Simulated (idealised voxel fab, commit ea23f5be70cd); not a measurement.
process module | voxel gate over fins
cross-section cut | 225 nm wide | cells 5 nm
A cross-section is a grid of square cells, given in bands from the top down. A band is one or more rows of cells.
Each band's line starts with the height of the band's top and of its bottom, in nm. Then come its materials from left to right, each with its width in nm. One material with "throughout" fills the band from edge to edge. "air" is empty space.
Height 0 is the level under which the wafer as received is all one material. The lowest band goes on downwards, as in "0 down".
A width such as "30 to 40" changes by the same amount from each row of cells to the next, from the band's top row to its bottom row.
"no change" after a step means that no cell of the cross-section changed.
closed voids: empty space of 8 cells or more with no open way to the top, each as width x height at its distance from the left edge, in nm
after a step's settings: what the simulator itself notes on the step
overlay nm, on a step with a mask: how far to the right of its planned place the mask lay; to the left if negative
plan
1 op RECEIVE | material Si
2 op CONFORMAL_DEP | material SiN | thk nm 10
3 op PATTERN | tone cover | mask id FINS | material resist | width nm 15 | pitch nm 35 | thk nm 20 | overlay nm 0
4 op DIRECTIONAL_ETCH | etch materials SiN | depth nm 10
5 op DIRECTIONAL_ETCH | etch materials Si | depth nm 30
6 op STRIP | etch materials resist
7 op OXIDIZE | depth nm 5
8 op FILL_DEP | material SiO2 | thk nm 10
9 op CMP | height nm 10
10 op SELECTIVE_ETCH | etch materials SiO2 | depth nm 25
11 op STRIP | etch materials SiN
12 op CONFORMAL_DEP | material HfO2 | thk nm 5
13 op CONFORMAL_DEP | material TiN | thk nm 5
14 op CONFORMAL_DEP | material TiAl | thk nm 5
15 op CONFORMAL_DEP | material TiN | thk nm 5
16 op FILL_DEP | material W | thk nm 15
17 op CMP | height nm 30
18 op CONFORMAL_DEP | material SiN | thk nm 10
first wafer, as planned
as received, after step 1
  0 down: Si throughout
  closed voids: none
after step 2
  10 to 0: SiN throughout
  below 0: unchanged
after step 3
  30 to 10: air 70 | resist 15 | air 20 | resist 15 | air 20 | resist 15 | air 70
  below 10: unchanged
after step 4
  30 to 10: air 70 | resist 15 | air 20 | resist 15 | air 20 | resist 15 | air 70
  10 to 0: air 70 | SiN 15 | air 20 | SiN 15 | air 20 | SiN 15 | air 70
  below 0: unchanged
after step 5
  30 to 10: air 70 | resist 15 | air 20 | resist 15 | air 20 | resist 15 | air 70
  10 to 0: air 70 | SiN 15 | air 20 | SiN 15 | air 20 | SiN 15 | air 70
  0 to -30: air 70 | Si 15 | air 20 | Si 15 | air 20 | Si 15 | air 70
  below -30: unchanged
after step 6
  10 to 0: air 70 | SiN 15 | air 20 | SiN 15 | air 20 | SiN 15 | air 70
  below 0: unchanged
after step 7
  10 to 0: air 70 | SiN 15 | air 20 | SiN 15 | air 20 | SiN 15 | air 70
  0 to -30: air 70 | SiO2 5 | Si 5 | SiO2 5 | air 20 | SiO2 5 | Si 5 | SiO2 5 | air 20 | SiO2 5 | Si 5 | SiO2 5 | air 70
  -30 to -35: SiO2 75 | Si 5 | SiO2 30 | Si 5 | SiO2 30 | Si 5 | SiO2 75
  below -35: unchanged
after step 8
  20 to 10: SiO2 throughout
  10 to 0: SiO2 70 | SiN 15 | SiO2 20 | SiN 15 | SiO2 20 | SiN 15 | SiO2 70
  0 to -35: SiO2 75 | Si 5 | SiO2 30 | Si 5 | SiO2 30 | Si 5 | SiO2 75
  below -35: unchanged
after step 9
  10 to 0: SiO2 70 | SiN 15 | SiO2 20 | SiN 15 | SiO2 20 | SiN 15 | SiO2 70
  below 0: unchanged
after step 10
  10 to 0: air 70 | SiN 15 | air 20 | SiN 15 | air 20 | SiN 15 | air 70
  0 to -15: air 75 | Si 5 | air 30 | Si 5 | air 30 | Si 5 | air 75
  below -15: unchanged
after step 11
  0 to -15: air 75 | Si 5 | air 30 | Si 5 | air 30 | Si 5 | air 75
  below -15: unchanged
after step 12
  5 to 0: air 70 | HfO2 15 | air 20 | HfO2 15 | air 20 | HfO2 15 | air 70
  0 to -10: air 70 | HfO2 5 | Si 5 | HfO2 5 | air 20 | HfO2 5 | Si 5 | HfO2 5 | air 20 | HfO2 5 | Si 5 | HfO2 5 | air 70
  -10 to -15: HfO2 75 | Si 5 | HfO2 30 | Si 5 | HfO2 30 | Si 5 | HfO2 75
  below -15: unchanged
after step 13
  10 to 5: air 65 | TiN 25 | air 10 | TiN 25 | air 10 | TiN 25 | air 65
  5 to 0: air 65 | TiN 5 | HfO2 15 | TiN 5 | air 10 | TiN 5 | HfO2 15 | TiN 5 | air 10 | TiN 5 | HfO2 15 | TiN 5 | air 65
  0 to -5: air 65 | TiN 5 | HfO2 5 | Si 5 | HfO2 5 | TiN 5 | air 10 | TiN 5 | HfO2 5 | Si 5 | HfO2 5 | TiN 5 | air 10 | TiN 5 | HfO2 5 | Si 5 | HfO2 5 | TiN 5 | air 65
  -5 to -10: TiN 70 | HfO2 5 | Si 5 | HfO2 5 | TiN 20 | HfO2 5 | Si 5 | HfO2 5 | TiN 20 | HfO2 5 | Si 5 | HfO2 5 | TiN 70
  below -10: unchanged
after step 14
  15 to 10: air 60 | TiAl 105 | air 60
  10 to 5: air 60 | TiAl 5 | TiN 25 | TiAl 10 | TiN 25 | TiAl 10 | TiN 25 | TiAl 5 | air 60
  5 to 0: air 60 | TiAl 5 | TiN 5 | HfO2 15 | TiN 5 | TiAl 10 | TiN 5 | HfO2 15 | TiN 5 | TiAl 10 | TiN 5 | HfO2 15 | TiN 5 | TiAl 5 | air 60
  0 to -5: TiAl 65 | TiN 5 | HfO2 5 | Si 5 | HfO2 5 | TiN 5 | TiAl 10 | TiN 5 | HfO2 5 | Si 5 | HfO2 5 | TiN 5 | TiAl 10 | TiN 5 | HfO2 5 | Si 5 | HfO2 5 | TiN 5 | TiAl 65
  below -5: unchanged
after step 15
  20 to 15: air 55 | TiN 115 | air 55
  15 to 10: air 55 | TiN 5 | TiAl 105 | TiN 5 | air 55
  10 to 5: air 55 | TiN 5 | TiAl 5 | TiN 25 | TiAl 10 | TiN 25 | TiAl 10 | TiN 25 | TiAl 5 | TiN 5 | air 55
  5 to 0: TiN 60 | TiAl 5 | TiN 5 | HfO2 15 | TiN 5 | TiAl 10 | TiN 5 | HfO2 15 | TiN 5 | TiAl 10 | TiN 5 | HfO2 15 | TiN 5 | TiAl 5 | TiN 60
  below 0: unchanged
after step 16
  35 to 20: W throughout
  20 to 15: W 55 | TiN 115 | W 55
  15 to 10: W 55 | TiN 5 | TiAl 105 | TiN 5 | W 55
  10 to 5: W 55 | TiN 5 | TiAl 5 | TiN 25 | TiAl 10 | TiN 25 | TiAl 10 | TiN 25 | TiAl 5 | TiN 5 | W 55
  below 5: unchanged
after step 17
  30 to 20: W throughout
  below 20: unchanged
after step 18
  40 to 30: SiN throughout
  below 30: unchanged
second wafer: like start, like plan, one mistake. Through step 2 it matches the first wafer
when step 3 should have ended
  30 to 10: air 70 | resist 20 | air 15 | resist 20 | air 15 | resist 20 | air 65
  below 10: unchanged
when step 4 should have ended
  30 to 10: air 70 | resist 20 | air 15 | resist 20 | air 15 | resist 20 | air 65
  10 to 0: air 70 | SiN 20 | air 15 | SiN 20 | air 15 | SiN 20 | air 65
  below 0: unchanged
when step 5 should have ended
  30 to 10: air 70 | resist 20 | air 15 | resist 20 | air 15 | resist 20 | air 65
  10 to 0: air 70 | SiN 20 | air 15 | SiN 20 | air 15 | SiN 20 | air 65
  0 to -30: air 70 | Si 20 | air 15 | Si 20 | air 15 | Si 20 | air 65
  below -30: unchanged
when step 6 should have ended
  10 to 0: air 70 | SiN 20 | air 15 | SiN 20 | air 15 | SiN 20 | air 65
  below 0: unchanged
when step 7 should have ended
  10 to 0: air 70 | SiN 20 | air 15 | SiN 20 | air 15 | SiN 20 | air 65
  0 to -30: air 70 | SiO2 5 | Si 10 | SiO2 5 | air 15 | SiO2 5 | Si 10 | SiO2 5 | air 15 | SiO2 5 | Si 10 | SiO2 5 | air 65
  -30 to -35: SiO2 75 | Si 10 | SiO2 25 | Si 10 | SiO2 25 | Si 10 | SiO2 70
  below -35: unchanged
when step 8 should have ended
  20 to 10: SiO2 throughout
  10 to 0: SiO2 70 | SiN 20 | SiO2 15 | SiN 20 | SiO2 15 | SiN 20 | SiO2 65
  0 to -35: SiO2 75 | Si 10 | SiO2 25 | Si 10 | SiO2 25 | Si 10 | SiO2 70
  below -35: unchanged
when step 9 should have ended
  10 to 0: SiO2 70 | SiN 20 | SiO2 15 | SiN 20 | SiO2 15 | SiN 20 | SiO2 65
  below 0: unchanged
when step 10 should have ended
  10 to 0: air 70 | SiN 20 | air 15 | SiN 20 | air 15 | SiN 20 | air 65
  0 to -15: air 75 | Si 10 | air 25 | Si 10 | air 25 | Si 10 | air 70
  below -15: unchanged
when step 11 should have ended
  0 to -15: air 75 | Si 10 | air 25 | Si 10 | air 25 | Si 10 | air 70
  below -15: unchanged
when step 12 should have ended
  5 to 0: air 70 | HfO2 20 | air 15 | HfO2 20 | air 15 | HfO2 20 | air 65
  0 to -10: air 70 | HfO2 5 | Si 10 | HfO2 5 | air 15 | HfO2 5 | Si 10 | HfO2 5 | air 15 | HfO2 5 | Si 10 | HfO2 5 | air 65
  -10 to -15: HfO2 75 | Si 10 | HfO2 25 | Si 10 | HfO2 25 | Si 10 | HfO2 70
  below -15: unchanged
when step 13 should have ended
  10 to 5: air 65 | TiN 30 | air 5 | TiN 30 | air 5 | TiN 30 | air 60
  5 to 0: air 65 | TiN 5 | HfO2 20 | TiN 5 | air 5 | TiN 5 | HfO2 20 | TiN 5 | air 5 | TiN 5 | HfO2 20 | TiN 5 | air 60
  0 to -5: air 65 | TiN 5 | HfO2 5 | Si 10 | HfO2 5 | TiN 5 | air 5 | TiN 5 | HfO2 5 | Si 10 | HfO2 5 | TiN 5 | air 5 | TiN 5 | HfO2 5 | Si 10 | HfO2 5 | TiN 5 | air 60
  -5 to -10: TiN 70 | HfO2 5 | Si 10 | HfO2 5 | TiN 15 | HfO2 5 | Si 10 | HfO2 5 | TiN 15 | HfO2 5 | Si 10 | HfO2 5 | TiN 65
  below -10: unchanged
when step 14 should have ended
  15 to 10: air 60 | TiAl 110 | air 55
  10 to 5: air 60 | TiAl 5 | TiN 30 | TiAl 5 | TiN 30 | TiAl 5 | TiN 30 | TiAl 5 | air 55
  5 to 0: air 60 | TiAl 5 | TiN 5 | HfO2 20 | TiN 5 | TiAl 5 | TiN 5 | HfO2 20 | TiN 5 | TiAl 5 | TiN 5 | HfO2 20 | TiN 5 | TiAl 5 | air 55
  0 to -5: TiAl 65 | TiN 5 | HfO2 5 | Si 10 | HfO2 5 | TiN 5 | TiAl 5 | TiN 5 | HfO2 5 | Si 10 | HfO2 5 | TiN 5 | TiAl 5 | TiN 5 | HfO2 5 | Si 10 | HfO2 5 | TiN 5 | TiAl 60
  below -5: unchanged
when step 15 should have ended
  20 to 15: air 55 | TiN 120 | air 50
  15 to 10: air 55 | TiN 5 | TiAl 110 | TiN 5 | air 50
  10 to 5: air 55 | TiN 5 | TiAl 5 | TiN 30 | TiAl 5 | TiN 30 | TiAl 5 | TiN 30 | TiAl 5 | TiN 5 | air 50
  5 to 0: TiN 60 | TiAl 5 | TiN 5 | HfO2 20 | TiN 5 | TiAl 5 | TiN 5 | HfO2 20 | TiN 5 | TiAl 5 | TiN 5 | HfO2 20 | TiN 5 | TiAl 5 | TiN 55
  below 0: unchanged
when step 16 should have ended
  35 to 20: W throughout
  20 to 15: W 55 | TiN 120 | W 50
  15 to 10: W 55 | TiN 5 | TiAl 110 | TiN 5 | W 50
  10 to 5: W 55 | TiN 5 | TiAl 5 | TiN 30 | TiAl 5 | TiN 30 | TiAl 5 | TiN 30 | TiAl 5 | TiN 5 | W 50
  below 5: unchanged
when step 17 should have ended
  30 to 20: W throughout
  below 20: unchanged
when step 18 should have ended
  40 to 30: SiN throughout
  below 30: unchanged
what went wrong: step 3 ran as: op PATTERN | tone cover | mask id FINS | material resist | width nm 20 | pitch nm 35 | thk nm 20 | overlay nm 0
at the end the second wafer has, in cells: 21 more of Si | 12 fewer of SiO2 | 6 fewer of TiAl | 3 fewer of W
